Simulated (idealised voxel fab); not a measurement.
The document below concerns the process module designated voxel ribs on slabs.
For reference, the cross-section in this document is cut, with width 290 nm and square cells of 5 nm.
Cross-section = grid of square cells, listed top down in bands; band = one or more rows.
Band: top and bottom heights (nm) first, top before bottom; then materials from left to right, widths in nm. "throughout" marks a sole material filling the band edge to edge. "empty" denotes empty space.
Where do heights start? At 0: under that level the wafer as delivered is made of one material only. And the lowest band has no floor; it just carries on downward, as in "0 down".
So if you see something like "30->40" for the width, read it as the top row of the band sitting at the first number and the bottom row at the second, with every row in between moving by the same amount as the last.
Step marked "remained unchanged"? Then no cell in the cross-section changed in it.
"Voids, sealed": sealed empty spaces, 8 cells or more, no open way to top, listed width x height at distance, with distance from the left edge and width, height and distance in nm.
The remark found on a step's line after its settings is issued by the simulator itself and pertains to that step.
The line of a step may include "overlay nm". On a step with a mask, this value is how far to the right of its planned place the mask lay. A negative value means the mask lay to the left.
The following list gives the planned process steps:
- 1: RECEIVE, material Si
- 2: DIRECTIONAL_DEP, material SiO2, thk nm 30
- 3: DIRECTIONAL_DEP, material SiN, thk nm 15
- 4: MASKED_ETCH, tone cover, mask id RIB, width nm 25, etch materials SiN, depth nm 10, overlay nm 0
- 5: MASKED_ETCH, tone cover, mask id SLAB, width nm 65, etch materials SiN, depth nm 5, overlay nm 0
- 6: FILL_DEP, material SiO2, thk nm 15
- 7: CMP, height nm 55
- 8: DIRECTIONAL_DEP, material TiN, thk nm 10
- 9: DIRECTIONAL_DEP, material aC, thk nm 10
- 10: PATTERN, tone cover, mask id HEATER, material resist, width nm 35, thk nm 25, overlay nm -15
- 11: DIRECTIONAL_ETCH, etch materials aC, depth nm 10
- 12: STRIP, etch materials resist
- 13: DIRECTIONAL_ETCH, etch materials TiN, depth nm 10
- 14: STRIP, etch materials aC
- 15: CONFORMAL_DEP, material SiO2, thk nm 5
Wafer-to-wafer difference: overlay nm, step 10. Common start. Plan = first wafer's value.
Cross-section, first of several wafers, as delivered after step 1:
    0 down: Si throughout
    Voids, sealed: none
First of several wafers, sectioned at end of module (last step: step 15):
    70 to 65: empty 105 nm, then SiO2 45 nm, then empty 140 nm
    65 to 60: empty 105 nm, then SiO2 5 nm, then TiN 35 nm, then SiO2 5 nm, then empty 140 nm
    60 to 55: SiO2 110 nm, then TiN 35 nm, then SiO2 145 nm
    55 to 45: SiO2 throughout
    45 to 35: SiO2 130 nm, then SiN 25 nm, then SiO2 135 nm
    35 to 30: SiO2 110 nm, then SiN 65 nm, then SiO2 115 nm
    30 to 0: SiO2 throughout
    0 down: Si throughout
    Voids, sealed: none
A cross-section through the last wafer at the close of the module:
    70 to 65: empty 135 nm, then SiO2 45 nm, then empty 110 nm
    65 to 60: empty 135 nm, then SiO2 5 nm, then TiN 35 nm, then SiO2 5 nm, then empty 110 nm
    60 to 55: SiO2 140 nm, then TiN 35 nm, then SiO2 115 nm
    55 to 45: SiO2 throughout
    45 to 35: SiO2 130 nm, then SiN 25 nm, then SiO2 135 nm
    35 to 30: SiO2 110 nm, then SiN 65 nm, then SiO2 115 nm
    30 to 0: SiO2 throughout
    0 down: Si throughout
    Voids, sealed: none
Where each wafer stands at the end of the module, a row apiece: cells of each material gained (+) or lost (-) since it was received, then closed voids:
overlay nm -15; +23 SiN; +677 SiO2; +14 TiN; Voids, sealed: none
overlay nm -10; +23 SiN; +677 SiO2; +14 TiN; Voids, sealed: none
overlay nm -5; +23 SiN; +677 SiO2; +14 TiN; Voids, sealed: none
overlay nm 0; +23 SiN; +677 SiO2; +14 TiN; Voids, sealed: none
overlay nm 5; +23 SiN; +677 SiO2; +14 TiN; Voids, sealed: none
overlay nm 10; +23 SiN; +677 SiO2; +14 TiN; Voids, sealed: none
overlay nm 15; +23 SiN; +677 SiO2; +14 TiN; Voids, sealed: none
